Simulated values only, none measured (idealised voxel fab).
Process module heading - voxel trench capacitor
Section cut is 295 nm wide and gridded with 5 nm square cells.
A cross-section is a grid of square cells, given in bands from the top down. A band is one or more rows of cells.
A band entry consists of two parts. The first gives the height of the band's top and the height of its bottom, in nm. The rest lists the band's materials from left to right, each with its width in nm. A single material labelled with the word "everywhere" fills the band from edge to edge, and the word "air" marks empty space.
Counting heights begins at 0, where everything beneath is, in the wafer as received, one material. The lowest band has no bottom; it goes on downwards, as "0 down" shows.
The notation "30 to 40" denotes a width that varies across the rows of cells in the band, beginning at the first number in the top row, finishing at the second number in the bottom row, and changing by an identical amount from each row to the next.
Where the words "identical to before" appear for a step, the cross-section shows no cell changed by that step; every cell remained as before.
In "Fully closed voids" the enclosed voids are listed, meaning empty spaces of 8 cells or larger without any opening to the top. The form is width x height at distance, distance from the left edge, units nm.
Text after the settings on a step's line: the simulator's own remark on that step.
What "overlay nm" on a step's line means: if the step has a mask, that mask lay this far to the right of its planned place, or, when the value is negative, to the left.
Layout of what follows: cross-section pairs, each bracketing one process step, the after cross-section shown only to the lowest band that changed, the step between and its settings noted under each pair. Pairs may originate in different runs of this module on the same starting wafer; a pair continues from the pair above only where its entry headed "State before step" says so.

STATE BEFORE STEP
    0 down: Si everywhere
    Fully closed voids: none

POST-PROCESS VIEW
    10 to 0: SiN everywhere
    Under the height 0 nothing was changed.
    Fully closed voids: none
To go from the before cross-section above to the after cross-section, apply CONFORMAL_DEP, material SiN, thk nm 10

State before step: the state before this step is the cross-section shown after the step in the pair just above.

POST-PROCESS VIEW
    20 to 10: aC everywhere
    Under the height 10 nothing was changed.
    Fully closed voids: none
To go from the before cross-section above to the after cross-section, apply DIRECTIONAL_DEP, material aC, thk nm 10

State before step: the state before this step is the cross-section shown after the step in the pair just above.

POST-PROCESS VIEW
    50 to 20: 65 of resist, then 25 of air, then 20 of resist, then 25 of air, then 20 of resist, then 25 of air, then 20 of resist, then 25 of air, then 70 of resist
    Under the height 20 nothing was changed.
    Fully closed voids: none
To go from the before cross-section above to the after cross-section, apply PATTERN, tone open, mask id TRENCH, material resist, width nm 25, pitch nm 45, thk nm 30, overlay nm 0

State before step: the state before this step is the cross-section shown after the step in the pair just above.

POST-PROCESS VIEW
    40 to 20: 65 of resist, then 25 of air, then 20 of resist, then 25 of air, then 20 of resist, then 25 of air, then 20 of resist, then 25 of air, then 70 of resist
    20 to 10: 65 of aC, then 25 of air, then 20 of aC, then 25 of air, then 20 of aC, then 25 of air, then 20 of aC, then 25 of air, then 70 of aC
    Under the height 10 nothing was changed.
    Fully closed voids: none
To go from the before cross-section above to the after cross-section, apply DIRECTIONAL_ETCH, etch materials aC, depth nm 10

State before step: the state before this step is the cross-section shown after the step in the pair just above.

POST-PROCESS VIEW
    20 to 10: 65 of aC, then 25 of air, then 20 of aC, then 25 of air, then 20 of aC, then 25 of air, then 20 of aC, then 25 of air, then 70 of aC
    Under the height 10 nothing was changed.
    Fully closed voids: none
To go from the before cross-section above to the after cross-section, apply STRIP, etch materials resist

State before step: the state before this step is the cross-section shown after the step in the pair just above.

POST-PROCESS VIEW
    20 to 10: 65 of aC, then 25 of air, then 20 of aC, then 25 of air, then 20 of aC, then 25 of air, then 20 of aC, then 25 of air, then 70 of aC
    10 to 0: 65 of SiN, then 25 of air, then 20 of SiN, then 25 of air, then 20 of SiN, then 25 of air, then 20 of SiN, then 25 of air, then 70 of SiN
    Under the height 0 nothing was changed.
    Fully closed voids: none
To go from the before cross-section above to the after cross-section, apply DIRECTIONAL_ETCH, etch materials SiN, depth nm 10

State before step: the state before this step is the cross-section shown after the step in the pair just above.

POST-PROCESS VIEW
    20 to 10: 65 of aC, then 25 of air, then 20 of aC, then 25 of air, then 20 of aC, then 25 of air, then 20 of aC, then 25 of air, then 70 of aC
    10 to 0: 65 of SiN, then 25 of air, then 20 of SiN, then 25 of air, then 20 of SiN, then 25 of air, then 20 of SiN, then 25 of air, then 70 of SiN
    0 to -30: 65 of Si, then 25 of air, then 20 of Si, then 25 of air, then 20 of Si, then 25 of air, then 20 of Si, then 25 of air, then 70 of Si
    Under the height -30 nothing was changed.
    Fully closed voids: none
To go from the before cross-section above to the after cross-section, apply DIRECTIONAL_ETCH, etch materials Si, depth nm 30

State before step: the state before this step is the cross-section shown after the step in the pair just above.

POST-PROCESS VIEW
    10 to 0: 65 of SiN, then 25 of air, then 20 of SiN, then 25 of air, then 20 of SiN, then 25 of air, then 20 of SiN, then 25 of air, then 70 of SiN
    Under the height 0 nothing was changed.
    Fully closed voids: none
To go from the before cross-section above to the after cross-section, apply STRIP, etch materials aC

State before step: the state before this step is the cross-section shown after the step in the pair just above.

POST-PROCESS VIEW
    15 to 10: 70 of Al2O3, then 15 of air, then 30 of Al2O3, then 15 of air, then 30 of Al2O3, then 15 of air, then 30 of Al2O3, then 15 of air, then 75 of Al2O3
    10 to 0: 65 of SiN, then 5 of Al2O3, then 15 of air, then 5 of Al2O3, then 20 of SiN, then 5 of Al2O3, then 15 of air, then 5 of Al2O3, then 20 of SiN, then 5 of Al2O3, then 15 of air, then 5 of Al2O3, then 20 of SiN, then 5 of Al2O3, then 15 of air, then 5 of Al2O3, then 70 of SiN
    0 to -25: 65 of Si, then 5 of Al2O3, then 15 of air, then 5 of Al2O3, then 20 of Si, then 5 of Al2O3, then 15 of air, then 5 of Al2O3, then 20 of Si, then 5 of Al2O3, then 15 of air, then 5 of Al2O3, then 20 of Si, then 5 of Al2O3, then 15 of air, then 5 of Al2O3, then 70 of Si
    -25 to -30: 65 of Si, then 25 of Al2O3, then 20 of Si, then 25 of Al2O3, then 20 of Si, then 25 of Al2O3, then 20 of Si, then 25 of Al2O3, then 70 of Si
    Under the height -30 nothing was changed.
    Fully closed voids: none
To go from the before cross-section above to the after cross-section, apply CONFORMAL_DEP, material Al2O3, thk nm 5

State before step: the state before this step is the cross-section shown after the step in the pair just above.

POST-PROCESS VIEW
    20 to 15: polySi everywhere
    15 to 10: 70 of Al2O3, then 15 of polySi, then 30 of Al2O3, then 15 of polySi, then 30 of Al2O3, then 15 of polySi, then 30 of Al2O3, then 15 of polySi, then 75 of Al2O3
    10 to 0: 65 of SiN, then 5 of Al2O3, then 15 of polySi, then 5 of Al2O3, then 20 of SiN, then 5 of Al2O3, then 15 of polySi, then 5 of Al2O3, then 20 of SiN, then 5 of Al2O3, then 15 of polySi, then 5 of Al2O3, then 20 of SiN, then 5 of Al2O3, then 15 of polySi, then 5 of Al2O3, then 70 of SiN
    0 to -25: 65 of Si, then 5 of Al2O3, then 15 of polySi, then 5 of Al2O3, then 20 of Si, then 5 of Al2O3, then 15 of polySi, then 5 of Al2O3, then 20 of Si, then 5 of Al2O3, then 15 of polySi, then 5 of Al2O3, then 20 of Si, then 5 of Al2O3, then 15 of polySi, then 5 of Al2O3, then 70 of Si
    Under the height -25 nothing was changed.
    Fully closed voids: none
To go from the before cross-section above to the after cross-section, apply FILL_DEP, material polySi, thk nm 5

State before step: the state before this step is the cross-section shown after the step in the pair just above.

POST-PROCESS VIEW
    10 to 0: 65 of SiN, then 5 of Al2O3, then 15 of polySi, then 5 of Al2O3, then 20 of SiN, then 5 of Al2O3, then 15 of polySi, then 5 of Al2O3, then 20 of SiN, then 5 of Al2O3, then 15 of polySi, then 5 of Al2O3, then 20 of SiN, then 5 of Al2O3, then 15 of polySi, then 5 of Al2O3, then 70 of SiN
    Under the height 0 nothing was changed.
    Fully closed voids: none
To go from the before cross-section above to the after cross-section, apply CMP, height nm 10

STATE BEFORE STEP
    20 to 10: 65 of aC, then 25 of air, then 20 of aC, then 25 of air, then 20 of aC, then 25 of air, then 20 of aC, then 25 of air, then 70 of aC
    10 to 0: 65 of SiN, then 25 of air, then 20 of SiN, then 25 of air, then 20 of SiN, then 25 of air, then 20 of SiN, then 25 of air, then 70 of SiN
    0 to -30: 65 of Si, then 25 of air, then 20 of Si, then 25 of air, then 20 of Si, then 25 of air, then 20 of Si, then 25 of air, then 70 of Si
    -30 down: Si everywhere
    Fully closed voids: none

POST-PROCESS VIEW
    25 to 20: 70 of Al2O3, then 15 of air, then 30 of Al2O3, then 15 of air, then 30 of Al2O3, then 15 of air, then 30 of Al2O3, then 15 of air, then 75 of Al2O3
    20 to 10: 65 of aC, then 5 of Al2O3, then 15 of air, then 5 of Al2O3, then 20 of aC, then 5 of Al2O3, then 15 of air, then 5 of Al2O3, then 20 of aC, then 5 of Al2O3, then 15 of air, then 5 of Al2O3, then 20 of aC, then 5 of Al2O3, then 15 of air, then 5 of Al2O3, then 70 of aC
    10 to 0: 65 of SiN, then 5 of Al2O3, then 15 of air, then 5 of Al2O3, then 20 of SiN, then 5 of Al2O3, then 15 of air, then 5 of Al2O3, then 20 of SiN, then 5 of Al2O3, then 15 of air, then 5 of Al2O3, then 20 of SiN, then 5 of Al2O3, then 15 of air, then 5 of Al2O3, then 70 of SiN
    0 to -25: 65 of Si, then 5 of Al2O3, then 15 of air, then 5 of Al2O3, then 20 of Si, then 5 of Al2O3, then 15 of air, then 5 of Al2O3, then 20 of Si, then 5 of Al2O3, then 15 of air, then 5 of Al2O3, then 20 of Si, then 5 of Al2O3, then 15 of air, then 5 of Al2O3, then 70 of Si
    -25 to -30: 65 of Si, then 25 of Al2O3, then 20 of Si, then 25 of Al2O3, then 20 of Si, then 25 of Al2O3, then 20 of Si, then 25 of Al2O3, then 70 of Si
    Under the height -30 nothing was changed.
    Fully closed voids: none
To go from the before cross-section above to the after cross-section, apply CONFORMAL_DEP, material Al2O3, thk nm 5

State before step: the state before this step is the cross-section shown after the step in the pair just above.

POST-PROCESS VIEW
    30 to 25: polySi everywhere
    25 to 20: 70 of Al2O3, then 15 of polySi, then 30 of Al2O3, then 15 of polySi, then 30 of Al2O3, then 15 of polySi, then 30 of Al2O3, then 15 of polySi, then 75 of Al2O3
    20 to 10: 65 of aC, then 5 of Al2O3, then 15 of polySi, then 5 of Al2O3, then 20 of aC, then 5 of Al2O3, then 15 of polySi, then 5 of Al2O3, then 20 of aC, then 5 of Al2O3, then 15 of polySi, then 5 of Al2O3, then 20 of aC, then 5 of Al2O3, then 15 of polySi, then 5 of Al2O3, then 70 of aC
    10 to 0: 65 of SiN, then 5 of Al2O3, then 15 of polySi, then 5 of Al2O3, then 20 of SiN, then 5 of Al2O3, then 15 of polySi, then 5 of Al2O3, then 20 of SiN, then 5 of Al2O3, then 15 of polySi, then 5 of Al2O3, then 20 of SiN, then 5 of Al2O3, then 15 of polySi, then 5 of Al2O3, then 70 of SiN
    0 to -25: 65 of Si, then 5 of Al2O3, then 15 of polySi, then 5 of Al2O3, then 20 of Si, then 5 of Al2O3, then 15 of polySi, then 5 of Al2O3, then 20 of Si, then 5 of Al2O3, then 15 of polySi, then 5 of Al2O3, then 20 of Si, then 5 of Al2O3, then 15 of polySi, then 5 of Al2O3, then 70 of Si
    Under the height -25 nothing was changed.
    Fully closed voids: none
To go from the before cross-section above to the after cross-section, apply FILL_DEP, material polySi, thk nm 5

State before step: the state before this step is the cross-section shown after the step in the pair just above.

POST-PROCESS VIEW
    10 to 0: 65 of SiN, then 5 of Al2O3, then 15 of polySi, then 5 of Al2O3, then 20 of SiN, then 5 of Al2O3, then 15 of polySi, then 5 of Al2O3, then 20 of SiN, then 5 of Al2O3, then 15 of polySi, then 5 of Al2O3, then 20 of SiN, then 5 of Al2O3, then 15 of polySi, then 5 of Al2O3, then 70 of SiN
    Under the height 0 nothing was changed.
    Fully closed voids: none
To go from the before cross-section above to the after cross-section, apply CMP, height nm 10

STATE BEFORE STEP
    20 to 10: 65 of aC, then 25 of air, then 20 of aC, then 25 of air, then 20 of aC, then 25 of air, then 20 of aC, then 25 of air, then 70 of aC
    10 to 0: 65 of SiN, then 25 of air, then 20 of SiN, then 25 of air, then 20 of SiN, then 25 of air, then 20 of SiN, then 25 of air, then 70 of SiN
    0 to -30: 65 of Si, then 25 of air, then 20 of Si, then 25 of air, then 20 of Si, then 25 of air, then 20 of Si, then 25 of air, then 70 of Si
    -30 down: Si everywhere
    Fully closed voids: none

POST-PROCESS VIEW
    20 to 10: 65 of aC, then 25 of air, then 20 of aC, then 25 of air, then 20 of aC, then 25 of air, then 20 of aC, then 25 of air, then 70 of aC
    10 to 0: 65 of SiN, then 25 of air, then 20 of SiN, then 25 of air, then 20 of SiN, then 25 of air, then 20 of SiN, then 25 of air, then 70 of SiN
    0 to -60: 65 of Si, then 25 of air, then 20 of Si, then 25 of air, then 20 of Si, then 25 of air, then 20 of Si, then 25 of air, then 70 of Si
    Under the height -60 nothing was changed.
    Fully closed voids: none
To go from the before cross-section above to the after cross-section, apply DIRECTIONAL_ETCH, etch materials Si, depth nm 30

State before step: the state before this step is the cross-section shown after the step in the pair just above.

POST-PROCESS VIEW
    10 to 0: 65 of SiN, then 25 of air, then 20 of SiN, then 25 of air, then 20 of SiN, then 25 of air, then 20 of SiN, then 25 of air, then 70 of SiN
    Under the height 0 nothing was changed.
    Fully closed voids: none
To go from the before cross-section above to the after cross-section, apply STRIP, etch materials aC

State before step: the state before this step is the cross-section shown after the step in the pair just above.

POST-PROCESS VIEW
    15 to 10: 70 of Al2O3, then 15 of air, then 30 of Al2O3, then 15 of air, then 30 of Al2O3, then 15 of air, then 30 of Al2O3, then 15 of air, then 75 of Al2O3
    10 to 0: 65 of SiN, then 5 of Al2O3, then 15 of air, then 5 of Al2O3, then 20 of SiN, then 5 of Al2O3, then 15 of air, then 5 of Al2O3, then 20 of SiN, then 5 of Al2O3, then 15 of air, then 5 of Al2O3, then 20 of SiN, then 5 of Al2O3, then 15 of air, then 5 of Al2O3, then 70 of SiN
    0 to -55: 65 of Si, then 5 of Al2O3, then 15 of air, then 5 of Al2O3, then 20 of Si, then 5 of Al2O3, then 15 of air, then 5 of Al2O3, then 20 of Si, then 5 of Al2O3, then 15 of air, then 5 of Al2O3, then 20 of Si, then 5 of Al2O3, then 15 of air, then 5 of Al2O3, then 70 of Si
    -55 to -60: 65 of Si, then 25 of Al2O3, then 20 of Si, then 25 of Al2O3, then 20 of Si, then 25 of Al2O3, then 20 of Si, then 25 of Al2O3, then 70 of Si
    Under the height -60 nothing was changed.
    Fully closed voids: none
To go from the before cross-section above to the after cross-section, apply CONFORMAL_DEP, material Al2O3, thk nm 5

State before step: the state before this step is the cross-section shown after the step in the pair just above.

POST-PROCESS VIEW
    20 to 15: polySi everywhere
    15 to 10: 70 of Al2O3, then 15 of polySi, then 30 of Al2O3, then 15 of polySi, then 30 of Al2O3, then 15 of polySi, then 30 of Al2O3, then 15 of polySi, then 75 of Al2O3
    10 to 0: 65 of SiN, then 5 of Al2O3, then 15 of polySi, then 5 of Al2O3, then 20 of SiN, then 5 of Al2O3, then 15 of polySi, then 5 of Al2O3, then 20 of SiN, then 5 of Al2O3, then 15 of polySi, then 5 of Al2O3, then 20 of SiN, then 5 of Al2O3, then 15 of polySi, then 5 of Al2O3, then 70 of SiN
    0 to -55: 65 of Si, then 5 of Al2O3, then 15 of polySi, then 5 of Al2O3, then 20 of Si, then 5 of Al2O3, then 15 of polySi, then 5 of Al2O3, then 20 of Si, then 5 of Al2O3, then 15 of polySi, then 5 of Al2O3, then 20 of Si, then 5 of Al2O3, then 15 of polySi, then 5 of Al2O3, then 70 of Si
    Under the height -55 nothing was changed.
    Fully closed voids: none
To go from the before cross-section above to the after cross-section, apply FILL_DEP, material polySi, thk nm 5

State before step: the state before this step is the cross-section shown after the step in the pair just above.

POST-PROCESS VIEW
    10 to 0: 65 of SiN, then 5 of Al2O3, then 15 of polySi, then 5 of Al2O3, then 20 of SiN, then 5 of Al2O3, then 15 of polySi, then 5 of Al2O3, then 20 of SiN, then 5 of Al2O3, then 15 of polySi, then 5 of Al2O3, then 20 of SiN, then 5 of Al2O3, then 15 of polySi, then 5 of Al2O3, then 70 of SiN
    Under the height 0 nothing was changed.
    Fully closed voids: none
To go from the before cross-section above to the after cross-section, apply CMP, height nm 10

STATE BEFORE STEP
    40 to 20: 65 of resist, then 25 of air, then 20 of resist, then 25 of air, then 20 of resist, then 25 of air, then 20 of resist, then 25 of air, then 70 of resist
    20 to 10: 65 of aC, then 25 of air, then 20 of aC, then 25 of air, then 20 of aC, then 25 of air, then 20 of aC, then 25 of air, then 70 of aC
    10 to 0: SiN everywhere
    0 down: Si everywhere
    Fully closed voids: none

POST-PROCESS VIEW
    40 to 20: 65 of resist, then 25 of air, then 20 of resist, then 25 of air, then 20 of resist, then 25 of air, then 20 of resist, then 25 of air, then 70 of resist
    20 to 10: 65 of aC, then 25 of air, then 20 of aC, then 25 of air, then 20 of aC, then 25 of air, then 20 of aC, then 25 of air, then 70 of aC
    10 to 0: 65 of SiN, then 25 of air, then 20 of SiN, then 25 of air, then 20 of SiN, then 25 of air, then 20 of SiN, then 25 of air, then 70 of SiN
    Under the height 0 nothing was changed.
    Fully closed voids: none
To go from the before cross-section above to the after cross-section, apply DIRECTIONAL_ETCH, etch materials SiN, depth nm 10

State before step: the state before this step is the cross-section shown after the step in the pair just above.

POST-PROCESS VIEW
    20 to 10: 65 of aC, then 25 of air, then 20 of aC, then 25 of air, then 20 of aC, then 25 of air, then 20 of aC, then 25 of air, then 70 of aC
    Under the height 10 nothing was changed.
    Fully closed voids: none
To go from the before cross-section above to the after cross-section, apply STRIP, etch materials resist

State before step: the state before this step is the cross-section shown after the step in the pair just above.

POST-PROCESS VIEW
    20 to 10: 65 of aC, then 25 of air, then 20 of aC, then 25 of air, then 20 of aC, then 25 of air, then 20 of aC, then 25 of air, then 70 of aC
    10 to 0: 65 of SiN, then 25 of air, then 20 of SiN, then 25 of air, then 20 of SiN, then 25 of air, then 20 of SiN, then 25 of air, then 70 of SiN
    0 to -20: 65 of Si, then 25 of air, then 20 of Si, then 25 of air, then 20 of Si, then 25 of air, then 20 of Si, then 25 of air, then 70 of Si
    Under the height -20 nothing was changed.
    Fully closed voids: none
To go from the before cross-section above to the after cross-section, apply DIRECTIONAL_ETCH, etch materials Si, depth nm 20

State before step: the state before this step is the cross-section shown after the step in the pair just above.

POST-PROCESS VIEW
    10 to 0: 65 of SiN, then 25 of air, then 20 of SiN, then 25 of air, then 20 of SiN, then 25 of air, then 20 of SiN, then 25 of air, then 70 of SiN
    Under the height 0 nothing was changed.
    Fully closed voids: none
To go from the before cross-section above to the after cross-section, apply STRIP, etch materials aC

State before step: the state before this step is the cross-section shown after the step in the pair just above.

POST-PROCESS VIEW
    15 to 10: 70 of Al2O3, then 15 of air, then 30 of Al2O3, then 15 of air, then 30 of Al2O3, then 15 of air, then 30 of Al2O3, then 15 of air, then 75 of Al2O3
    10 to 0: 65 of SiN, then 5 of Al2O3, then 15 of air, then 5 of Al2O3, then 20 of SiN, then 5 of Al2O3, then 15 of air, then 5 of Al2O3, then 20 of SiN, then 5 of Al2O3, then 15 of air, then 5 of Al2O3, then 20 of SiN, then 5 of Al2O3, then 15 of air, then 5 of Al2O3, then 70 of SiN
    0 to -15: 65 of Si, then 5 of Al2O3, then 15 of air, then 5 of Al2O3, then 20 of Si, then 5 of Al2O3, then 15 of air, then 5 of Al2O3, then 20 of Si, then 5 of Al2O3, then 15 of air, then 5 of Al2O3, then 20 of Si, then 5 of Al2O3, then 15 of air, then 5 of Al2O3, then 70 of Si
    -15 to -20: 65 of Si, then 25 of Al2O3, then 20 of Si, then 25 of Al2O3, then 20 of Si, then 25 of Al2O3, then 20 of Si, then 25 of Al2O3, then 70 of Si
    Under the height -20 nothing was changed.
    Fully closed voids: none
To go from the before cross-section above to the after cross-section, apply CONFORMAL_DEP, material Al2O3, thk nm 5

State before step: the state before this step is the cross-section shown after the step in the pair just above.

POST-PROCESS VIEW
    20 to 15: polySi everywhere
    15 to 10: 70 of Al2O3, then 15 of polySi, then 30 of Al2O3, then 15 of polySi, then 30 of Al2O3, then 15 of polySi, then 30 of Al2O3, then 15 of polySi, then 75 of Al2O3
    10 to 0: 65 of SiN, then 5 of Al2O3, then 15 of polySi, then 5 of Al2O3, then 20 of SiN, then 5 of Al2O3, then 15 of polySi, then 5 of Al2O3, then 20 of SiN, then 5 of Al2O3, then 15 of polySi, then 5 of Al2O3, then 20 of SiN, then 5 of Al2O3, then 15 of polySi, then 5 of Al2O3, then 70 of SiN
    0 to -15: 65 of Si, then 5 of Al2O3, then 15 of polySi, then 5 of Al2O3, then 20 of Si, then 5 of Al2O3, then 15 of polySi, then 5 of Al2O3, then 20 of Si, then 5 of Al2O3, then 15 of polySi, then 5 of Al2O3, then 20 of Si, then 5 of Al2O3, then 15 of polySi, then 5 of Al2O3, then 70 of Si
    Under the height -15 nothing was changed.
    Fully closed voids: none
To go from the before cross-section above to the after cross-section, apply FILL_DEP, material polySi, thk nm 5

State before step: the state before this step is the cross-section shown after the step in the pair just above.

POST-PROCESS VIEW
    10 to 0: 65 of SiN, then 5 of Al2O3, then 15 of polySi, then 5 of Al2O3, then 20 of SiN, then 5 of Al2O3, then 15 of polySi, then 5 of Al2O3, then 20 of SiN, then 5 of Al2O3, then 15 of polySi, then 5 of Al2O3, then 20 of SiN, then 5 of Al2O3, then 15 of polySi, then 5 of Al2O3, then 70 of SiN
    Under the height 0 nothing was changed.
    Fully closed voids: none
To go from the before cross-section above to the after cross-section, apply CMP, height nm 10

STATE BEFORE STEP
    20 to 10: aC everywhere
    10 to 0: SiN everywhere
    0 down: Si everywhere
    Fully closed voids: none

POST-PROCESS VIEW
    50 to 20: 70 of resist, then 20 of air, then 25 of resist, then 20 of air, then 25 of resist, then 20 of air, then 25 of resist, then 20 of air, then 70 of resist
    Under the height 20 nothing was changed.
    Fully closed voids: none
To go from the before cross-section above to the after cross-section, apply PATTERN, tone open, mask id TRENCH, material resist, width nm 20, pitch nm 45, thk nm 30, overlay nm 0

State before step: the state before this step is the cross-section shown after the step in the pair just above.

POST-PROCESS VIEW
    40 to 20: 70 of resist, then 20 of air, then 25 of resist, then 20 of air, then 25 of resist, then 20 of air, then 25 of resist, then 20 of air, then 70 of resist
    20 to 10: 70 of aC, then 20 of air, then 25 of aC, then 20 of air, then 25 of aC, then 20 of air, then 25 of aC, then 20 of air, then 70 of aC
    Under the height 10 nothing was changed.
    Fully closed voids: none
To go from the before cross-section above to the after cross-section, apply DIRECTIONAL_ETCH, etch materials aC, depth nm 10

State before step: the state before this step is the cross-section shown after the step in the pair just above.

POST-PROCESS VIEW
    20 to 10: 70 of aC, then 20 of air, then 25 of aC, then 20 of air, then 25 of aC, then 20 of air, then 25 of aC, then 20 of air, then 70 of aC
    Under the height 10 nothing was changed.
    Fully closed voids: none
To go from the before cross-section above to the after cross-section, apply STRIP, etch materials resist

State before step: the state before this step is the cross-section shown after the step in the pair just above.

POST-PROCESS VIEW
    20 to 10: 70 of aC, then 20 of air, then 25 of aC, then 20 of air, then 25 of aC, then 20 of air, then 25 of aC, then 20 of air, then 70 of aC
    10 to 0: 70 of SiN, then 20 of air, then 25 of SiN, then 20 of air, then 25 of SiN, then 20 of air, then 25 of SiN, then 20 of air, then 70 of SiN
    Under the height 0 nothing was changed.
    Fully closed voids: none
To go from the before cross-section above to the after cross-section, apply DIRECTIONAL_ETCH, etch materials SiN, depth nm 10

State before step: the state before this step is the cross-section shown after the step in the pair just above.

POST-PROCESS VIEW
    20 to 10: 70 of aC, then 20 of air, then 25 of aC, then 20 of air, then 25 of aC, then 20 of air, then 25 of aC, then 20 of air, then 70 of aC
    10 to 0: 70 of SiN, then 20 of air, then 25 of SiN, then 20 of air, then 25 of SiN, then 20 of air, then 25 of SiN, then 20 of air, then 70 of SiN
    0 to -30: 70 of Si, then 20 of air, then 25 of Si, then 20 of air, then 25 of Si, then 20 of air, then 25 of Si, then 20 of air, then 70 of Si
    Under the height -30 nothing was changed.
    Fully closed voids: none
To go from the before cross-section above to the after cross-section, apply DIRECTIONAL_ETCH, etch materials Si, depth nm 30

State before step: the state before this step is the cross-section shown after the step in the pair just above.

POST-PROCESS VIEW
    10 to 0: 70 of SiN, then 20 of air, then 25 of SiN, then 20 of air, then 25 of SiN, then 20 of air, then 25 of SiN, then 20 of air, then 70 of SiN
    Under the height 0 nothing was changed.
    Fully closed voids: none
To go from the before cross-section above to the after cross-section, apply STRIP, etch materials aC

State before step: the state before this step is the cross-section shown after the step in the pair just above.

POST-PROCESS VIEW
    15 to 10: 75 of Al2O3, then 10 of air, then 35 of Al2O3, then 10 of air, then 35 of Al2O3, then 10 of air, then 35 of Al2O3, then 10 of air, then 75 of Al2O3
    10 to 0: 70 of SiN, then 5 of Al2O3, then 10 of air, then 5 of Al2O3, then 25 of SiN, then 5 of Al2O3, then 10 of air, then 5 of Al2O3, then 25 of SiN, then 5 of Al2O3, then 10 of air, then 5 of Al2O3, then 25 of SiN, then 5 of Al2O3, then 10 of air, then 5 of Al2O3, then 70 of SiN
    0 to -25: 70 of Si, then 5 of Al2O3, then 10 of air, then 5 of Al2O3, then 25 of Si, then 5 of Al2O3, then 10 of air, then 5 of Al2O3, then 25 of Si, then 5 of Al2O3, then 10 of air, then 5 of Al2O3, then 25 of Si, then 5 of Al2O3, then 10 of air, then 5 of Al2O3, then 70 of Si
    -25 to -30: 70 of Si, then 20 of Al2O3, then 25 of Si, then 20 of Al2O3, then 25 of Si, then 20 of Al2O3, then 25 of Si, then 20 of Al2O3, then 70 of Si
    Under the height -30 nothing was changed.
    Fully closed voids: none
To go from the before cross-section above to the after cross-section, apply CONFORMAL_DEP, material Al2O3, thk nm 5

State before step: the state before this step is the cross-section shown after the step in the pair just above.

POST-PROCESS VIEW
    20 to 15: polySi everywhere
    15 to 10: 75 of Al2O3, then 10 of polySi, then 35 of Al2O3, then 10 of polySi, then 35 of Al2O3, then 10 of polySi, then 35 of Al2O3, then 10 of polySi, then 75 of Al2O3
    10 to 0: 70 of SiN, then 5 of Al2O3, then 10 of polySi, then 5 of Al2O3, then 25 of SiN, then 5 of Al2O3, then 10 of polySi, then 5 of Al2O3, then 25 of SiN, then 5 of Al2O3, then 10 of polySi, then 5 of Al2O3, then 25 of SiN, then 5 of Al2O3, then 10 of polySi, then 5 of Al2O3, then 70 of SiN
    0 to -25: 70 of Si, then 5 of Al2O3, then 10 of polySi, then 5 of Al2O3, then 25 of Si, then 5 of Al2O3, then 10 of polySi, then 5 of Al2O3, then 25 of Si, then 5 of Al2O3, then 10 of polySi, then 5 of Al2O3, then 25 of Si, then 5 of Al2O3, then 10 of polySi, then 5 of Al2O3, then 70 of Si
    Under the height -25 nothing was changed.
    Fully closed voids: none
To go from the before cross-section above to the after cross-section, apply FILL_DEP, material polySi, thk nm 5

State before step: the state before this step is the cross-section shown after the step in the pair just above.

POST-PROCESS VIEW
    10 to 0: 70 of SiN, then 5 of Al2O3, then 10 of polySi, then 5 of Al2O3, then 25 of SiN, then 5 of Al2O3, then 10 of polySi, then 5 of Al2O3, then 25 of SiN, then 5 of Al2O3, then 10 of polySi, then 5 of Al2O3, then 25 of SiN, then 5 of Al2O3, then 10 of polySi, then 5 of Al2O3, then 70 of SiN
    Under the height 0 nothing was changed.
    Fully closed voids: none
To go from the before cross-section above to the after cross-section, apply CMP, height nm 10

STATE BEFORE STEP
    20 to 10: aC everywhere
    10 to 0: SiN everywhere
    0 down: Si everywhere
    Fully closed voids: none

POST-PROCESS VIEW
    50 to 20: 55 of resist, then 25 of air, then 20 of resist, then 25 of air, then 20 of resist, then 25 of air, then 20 of resist, then 25 of air, then 80 of resist
    Under the height 20 nothing was changed.
    Fully closed voids: none
To go from the before cross-section above to the after cross-section, apply PATTERN, tone open, mask id TRENCH, material resist, width nm 25, pitch nm 45, thk nm 30, overlay nm -10

State before step: the state before this step is the cross-section shown after the step in the pair just above.

POST-PROCESS VIEW
    40 to 20: 55 of resist, then 25 of air, then 20 of resist, then 25 of air, then 20 of resist, then 25 of air, then 20 of resist, then 25 of air, then 80 of resist
    20 to 10: 55 of aC, then 25 of air, then 20 of aC, then 25 of air, then 20 of aC, then 25 of air, then 20 of aC, then 25 of air, then 80 of aC
    Under the height 10 nothing was changed.
    Fully closed voids: none
To go from the before cross-section above to the after cross-section, apply DIRECTIONAL_ETCH, etch materials aC, depth nm 10

State before step: the state before this step is the cross-section shown after the step in the pair just above.

POST-PROCESS VIEW
    20 to 10: 55 of aC, then 25 of air, then 20 of aC, then 25 of air, then 20 of aC, then 25 of air, then 20 of aC, then 25 of air, then 80 of aC
    Under the height 10 nothing was changed.
    Fully closed voids: none
To go from the before cross-section above to the after cross-section, apply STRIP, etch materials resist

State before step: the state before this step is the cross-section shown after the step in the pair just above.

POST-PROCESS VIEW
    20 to 10: 55 of aC, then 25 of air, then 20 of aC, then 25 of air, then 20 of aC, then 25 of air, then 20 of aC, then 25 of air, then 80 of aC
    10 to 0: 55 of SiN, then 25 of air, then 20 of SiN, then 25 of air, then 20 of SiN, then 25 of air, then 20 of SiN, then 25 of air, then 80 of SiN
    Under the height 0 nothing was changed.
    Fully closed voids: none
To go from the before cross-section above to the after cross-section, apply DIRECTIONAL_ETCH, etch materials SiN, depth nm 10

State before step: the state before this step is the cross-section shown after the step in the pair just above.

POST-PROCESS VIEW
    20 to 10: 55 of aC, then 25 of air, then 20 of aC, then 25 of air, then 20 of aC, then 25 of air, then 20 of aC, then 25 of air, then 80 of aC
    10 to 0: 55 of SiN, then 25 of air, then 20 of SiN, then 25 of air, then 20 of SiN, then 25 of air, then 20 of SiN, then 25 of air, then 80 of SiN
    0 to -30: 55 of Si, then 25 of air, then 20 of Si, then 25 of air, then 20 of Si, then 25 of air, then 20 of Si, then 25 of air, then 80 of Si
    Under the height -30 nothing was changed.
    Fully closed voids: none
To go from the before cross-section above to the after cross-section, apply DIRECTIONAL_ETCH, etch materials Si, depth nm 30

State before step: the state before this step is the cross-section shown after the step in the pair just above.

POST-PROCESS VIEW
    10 to 0: 55 of SiN, then 25 of air, then 20 of SiN, then 25 of air, then 20 of SiN, then 25 of air, then 20 of SiN, then 25 of air, then 80 of SiN
    Under the height 0 nothing was changed.
    Fully closed voids: none
To go from the before cross-section above to the after cross-section, apply STRIP, etch materials aC
